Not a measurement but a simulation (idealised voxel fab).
Process module in this document: voxel transistor to metal
Section cut is 295 nm wide and gridded with 5 nm square cells.
Bands, listed from the top down, are how a cross-section gets written in this document; the cross-section itself is a grid of square cells, and a band is one or more rows of them.
In this notation a band is specified by the heights of its top and bottom, in that order and in nm, after which its materials appear from left to right, each paired with its width in nm. The word "all across" attached to a single material means that material fills the band from edge to edge; the word "empty" stands for empty space.
Height 0 is the level under which the wafer as received is all one material. The lowest band goes on downwards, as in "z 0 and below".
A two-number width, for instance "30->40", indicates that the width is equal to the first number in the top row of the band and to the second number in the bottom row, and that it changes by a constant amount per row of cells.
What does "same as before" mean for a step? It means no cell of the cross-section changed in that step.
"Sealed void listing" contains a list of empty spaces, each no smaller than 8 cells and without an open way to the top, written in the form width x height at distance with the distance from the left edge and all three in nm.
Anything after a step's settings on that line? It's the simulator's own note about the step.
The optional step-line setting "overlay nm" applies to steps with a mask and quantifies how far to the right of its planned location the mask lay, a negative value indicating leftward placement.
[The steps planned for the process are as follows]
step 1: op RECEIVE | material Si
step 2: op CONFORMAL_DEP | material SiO2 | thk nm 5
step 3: op CONFORMAL_DEP | material SiN | thk nm 15
step 4: op PATTERN | tone cover | mask id ACTIVE | material resist | width nm 105 | pitch nm 135 | thk nm 15 | overlay nm 0
step 5: op DIRECTIONAL_ETCH | etch materials SiN | depth nm 15
step 6: op DIRECTIONAL_ETCH | etch materials SiO2 | depth nm 5
step 7: op DIRECTIONAL_ETCH | etch materials Si | depth nm 30
step 8: op STRIP | etch materials resist
step 9: op OXIDIZE | depth nm 5
step 10: op FILL_DEP | material SiO2 | thk nm 10
step 11: op CMP | height nm 20
step 12: op SELECTIVE_ETCH | etch materials SiO2 | depth nm 15
step 13: op STRIP | etch materials SiN
step 14: op SELECTIVE_ETCH | etch materials SiO2 | depth nm 5
step 15: op OXIDIZE | depth nm 5
step 16: op DIRECTIONAL_DEP | material polySi | thk nm 25
step 17: op DIRECTIONAL_DEP | material SiCN | thk nm 10
step 18: op MASKED_ETCH | tone cover | mask id GATE | width nm 25 | pitch nm 135 | etch materials SiCN | depth nm 20 | overlay nm 0
step 19: op MASKED_ETCH | tone cover | mask id GATE | width nm 25 | pitch nm 135 | etch materials polySi | depth nm 35 | overlay nm 0
step 20: op CONFORMAL_DEP | material SiO2 | thk nm 5
step 21: op DIRECTIONAL_ETCH | etch materials SiO2 | depth nm 5
step 22: op CONFORMAL_DEP | material SiN | thk nm 10
step 23: op DIRECTIONAL_ETCH | etch materials SiN | depth nm 10
step 24: op DIRECTIONAL_ETCH | etch materials SiO2 | depth nm 5
step 25: op DIRECTIONAL_ETCH | etch materials Si | depth nm 15
step 26: op EPI | material nSi | thk nm 15
step 27: op FILL_DEP | material SiO2 | thk nm 10
step 28: op CMP | height nm 35
step 29: op DIRECTIONAL_DEP | material SiO2 | thk nm 15
step 30: op DIRECTIONAL_DEP | material aC | thk nm 15
step 31: op PATTERN | tone open | mask id CONTACT | material resist | width nm 30 | thk nm 30 | overlay nm 0
step 32: op DIRECTIONAL_ETCH | etch materials aC | depth nm 15
step 33: op STRIP | etch materials resist
step 34: op DIRECTIONAL_ETCH | etch materials SiO2 | depth nm 55
step 35: op STRIP | etch materials aC
step 36: op CONFORMAL_DEP | material TiN | thk nm 5
step 37: op FILL_DEP | material W | thk nm 5
step 38: op CMP | height nm 50
step 39: op DIRECTIONAL_DEP | material TiN | thk nm 5
step 40: op DIRECTIONAL_DEP | material Ru | thk nm 20
step 41: op PATTERN | tone cover | mask id METAL_1 | material resist | width nm 20 | thk nm 20 | overlay nm 0
step 42: op DIRECTIONAL_ETCH | etch materials Ru | depth nm 20
step 43: op DIRECTIONAL_ETCH | etch materials TiN | depth nm 5
step 44: op STRIP | etch materials resist
step 45: op CONFORMAL_DEP | material SiN | thk nm 5
step 46: op FILL_DEP | material lowk | thk nm 5
step 47: op CMP | height nm 75
step 48: op CONFORMAL_DEP | material SiCN | thk nm 5
step 49: op DIRECTIONAL_DEP | material lowk | thk nm 25
step 50: op DIRECTIONAL_DEP | material aC | thk nm 15
step 51: op PATTERN | tone open | mask id METAL_2 | material resist | width nm 20 | pitch nm 135 | thk nm 35 | overlay nm 0
step 52: op DIRECTIONAL_ETCH | etch materials aC | depth nm 15
step 53: op STRIP | etch materials resist
step 54: op DIRECTIONAL_ETCH | etch materials lowk | depth nm 15
step 55: op STRIP | etch materials aC
step 56: op DIRECTIONAL_DEP | material aC | thk nm 10
step 57: op PATTERN | tone open | mask id METAL_2_HOLES | material resist | width nm 15 | pitch nm 135 | thk nm 25 | overlay nm 0
step 58: op DIRECTIONAL_ETCH | etch materials aC | depth nm 10
step 59: op STRIP | etch materials resist
step 60: op DIRECTIONAL_ETCH | etch materials lowk | depth nm 10
step 61: op DIRECTIONAL_ETCH | etch materials SiCN | depth nm 5
step 62: op STRIP | etch materials aC
step 63: op CONFORMAL_DEP | material TiN | thk nm 5
step 64: op FILL_DEP | material Cu | thk nm 5
step 65: op CMP | height nm 105
step 66: op CONFORMAL_DEP | material SiCN | thk nm 5
[So this is the incoming wafer in cross-section - it's already been through step 1]
> z 0 and below  Si all across
> Sealed void listing: none
[First of two wafers, end-of-module section, run followed plan]
> z 110 to 105  SiCN all across
> z 105 to 95  lowk: 30; TiN: 5; Cu: 10; TiN: 5; lowk: 115; TiN: 5; Cu: 10; TiN: 5; lowk: 110
> z 95 to 90  lowk: 30; TiN: 5; Cu: 5; TiN: 10; lowk: 115; TiN: 5; Cu: 5; TiN: 10; lowk: 110
> z 90 to 80  lowk: 30; TiN: 5; Cu: 5; TiN: 5; lowk: 120; TiN: 5; Cu: 5; TiN: 5; lowk: 115
> z 80 to 75  SiCN: 30; TiN: 15; SiCN: 120; TiN: 15; SiCN: 115
> z 75 to 55  lowk: 25; SiN: 5; Ru: 20; SiN: 5; lowk: 45; SiN: 5; Ru: 20; SiN: 5; lowk: 30; SiN: 5; Ru: 20; SiN: 5; lowk: 45; SiN: 5; Ru: 20; SiN: 5; lowk: 30
> z 55 to 50  SiN: 30; TiN: 20; SiN: 55; TiN: 20; SiN: 40; TiN: 20; SiN: 55; TiN: 20; SiN: 35
> z 50 to 40  SiO2: 30; TiN: 5; W: 20; TiN: 5; SiO2: 35; TiN: 5; W: 20; TiN: 5; SiO2: 40; TiN: 5; W: 20; TiN: 5; SiO2: 35; TiN: 5; W: 20; TiN: 5; SiO2: 35
> z 40 to 35  SiO2: 30; TiN: 5; W: 10; TiN: 15; SiO2: 35; TiN: 15; W: 10; TiN: 5; SiO2: 40; TiN: 5; W: 10; TiN: 15; SiO2: 35; TiN: 15; W: 10; TiN: 5; SiO2: 35
> z 35 to 25  SiO2: 30; TiN: 5; W: 10; TiN: 5; SiN: 10; SiO2: 5; SiCN: 25; SiO2: 5; SiN: 10; TiN: 5; W: 10; TiN: 5; SiO2: 40; TiN: 5; W: 10; TiN: 5; SiN: 10; SiO2: 5; SiCN: 25; SiO2: 5; SiN: 10; TiN: 5; W: 10; TiN: 5; SiO2: 35
> z 25 to 15  SiO2: 30; TiN: 5; W: 10; TiN: 5; SiN: 10; SiO2: 5; polySi: 25; SiO2: 5; SiN: 10; TiN: 5; W: 10; TiN: 5; SiO2: 40; TiN: 5; W: 10; TiN: 5; SiN: 10; SiO2: 5; polySi: 25; SiO2: 5; SiN: 10; TiN: 5; W: 10; TiN: 5; SiO2: 35
> z 15 to 10  SiO2: 30; TiN: 20; SiN: 10; SiO2: 5; polySi: 25; SiO2: 5; SiN: 10; TiN: 20; SiO2: 40; TiN: 20; SiN: 10; SiO2: 5; polySi: 25; SiO2: 5; SiN: 10; TiN: 20; SiO2: 35
> z 10 to 0  SiO2: 30; TiN: 5; nSi: 15; SiN: 10; SiO2: 5; polySi: 25; SiO2: 5; SiN: 10; nSi: 15; TiN: 5; SiO2: 40; TiN: 5; nSi: 15; SiN: 10; SiO2: 5; polySi: 25; SiO2: 5; SiN: 10; nSi: 15; TiN: 5; SiO2: 35
> z 0 to -5  SiO2: 30; TiN: 5; nSi: 15; SiO2: 55; nSi: 15; TiN: 5; SiO2: 40; TiN: 5; nSi: 15; SiO2: 55; nSi: 15; TiN: 5; SiO2: 35
> z -5 to -20  SiO2: 30; nSi: 20; Si: 55; nSi: 20; SiO2: 40; nSi: 20; Si: 55; nSi: 20; SiO2: 35
> z -20 to -35  SiO2: 30; Si: 95; SiO2: 40; Si: 95; SiO2: 35
> z -35 and below  Si all across
> Sealed void listing: none
[Cross-section at end of module for the second wafer of two, which matched the first in starting point and plan and differed by one mistake in its processing]
> z 110 to 105  SiCN all across
> z 105 to 95  lowk: 30; TiN: 5; Cu: 10; TiN: 5; lowk: 115; TiN: 5; Cu: 10; TiN: 5; lowk: 110
> z 95 to 90  lowk: 30; TiN: 5; Cu: 5; TiN: 10; lowk: 115; TiN: 5; Cu: 5; TiN: 10; lowk: 110
> z 90 to 80  lowk: 30; TiN: 5; Cu: 5; TiN: 5; lowk: 120; TiN: 5; Cu: 5; TiN: 5; lowk: 115
> z 80 to 75  SiCN: 30; TiN: 15; SiCN: 120; TiN: 15; SiCN: 115
> z 75 to 55  lowk: 25; SiN: 5; Ru: 20; SiN: 5; lowk: 45; SiN: 5; Ru: 20; SiN: 5; lowk: 30; SiN: 5; Ru: 20; SiN: 5; lowk: 45; SiN: 5; Ru: 20; SiN: 5; lowk: 30
> z 55 to 50  SiN: 30; TiN: 20; SiN: 55; TiN: 20; SiN: 40; TiN: 20; SiN: 55; TiN: 20; SiN: 35
> z 50 to 40  SiO2: 30; TiN: 5; W: 20; TiN: 5; SiO2: 35; TiN: 5; W: 20; TiN: 5; SiO2: 40; TiN: 5; W: 20; TiN: 5; SiO2: 35; TiN: 5; W: 20; TiN: 5; SiO2: 35
> z 40 to 35  SiO2: 30; TiN: 5; W: 10; TiN: 15; SiO2: 35; TiN: 15; W: 10; TiN: 5; SiO2: 40; TiN: 5; W: 10; TiN: 15; SiO2: 35; TiN: 15; W: 10; TiN: 5; SiO2: 35
> z 35 to 25  SiO2: 30; TiN: 5; W: 10; TiN: 5; SiN: 10; SiO2: 5; SiCN: 25; SiO2: 5; SiN: 10; TiN: 5; W: 10; TiN: 5; SiO2: 40; TiN: 5; W: 10; TiN: 5; SiN: 10; SiO2: 5; SiCN: 25; SiO2: 5; SiN: 10; TiN: 5; W: 10; TiN: 5; SiO2: 35
> z 25 to 15  SiO2: 30; TiN: 5; W: 10; TiN: 5; SiN: 10; SiO2: 5; polySi: 25; SiO2: 5; SiN: 10; TiN: 5; W: 10; TiN: 5; SiO2: 40; TiN: 5; W: 10; TiN: 5; SiN: 10; SiO2: 5; polySi: 25; SiO2: 5; SiN: 10; TiN: 5; W: 10; TiN: 5; SiO2: 35
> z 15 to 10  SiO2: 30; TiN: 20; SiN: 10; SiO2: 5; polySi: 25; SiO2: 5; SiN: 10; TiN: 20; SiO2: 40; TiN: 20; SiN: 10; SiO2: 5; polySi: 25; SiO2: 5; SiN: 10; TiN: 20; SiO2: 35
> z 10 to 0  SiO2: 35; nSi: 15; SiN: 10; SiO2: 5; polySi: 25; SiO2: 5; SiN: 10; nSi: 15; SiO2: 50; nSi: 15; SiN: 10; SiO2: 5; polySi: 25; SiO2: 5; SiN: 10; nSi: 15; SiO2: 40
> z 0 to -5  SiO2: 35; nSi: 15; SiO2: 55; nSi: 15; SiO2: 50; nSi: 15; SiO2: 55; nSi: 15; SiO2: 40
> z -5 to -20  SiO2: 30; nSi: 20; Si: 55; nSi: 20; SiO2: 40; nSi: 20; Si: 55; nSi: 20; SiO2: 35
> z -20 to -35  SiO2: 30; Si: 95; SiO2: 40; Si: 95; SiO2: 35
> z -35 and below  Si all across
> Sealed void listing: none
The plan and the run diverged here: step 29 of the plan was twice carried out
Bottom line after processing is that, in cells, the second wafer is up or down on some materials versus the first: SiO2 +12; TiN -12
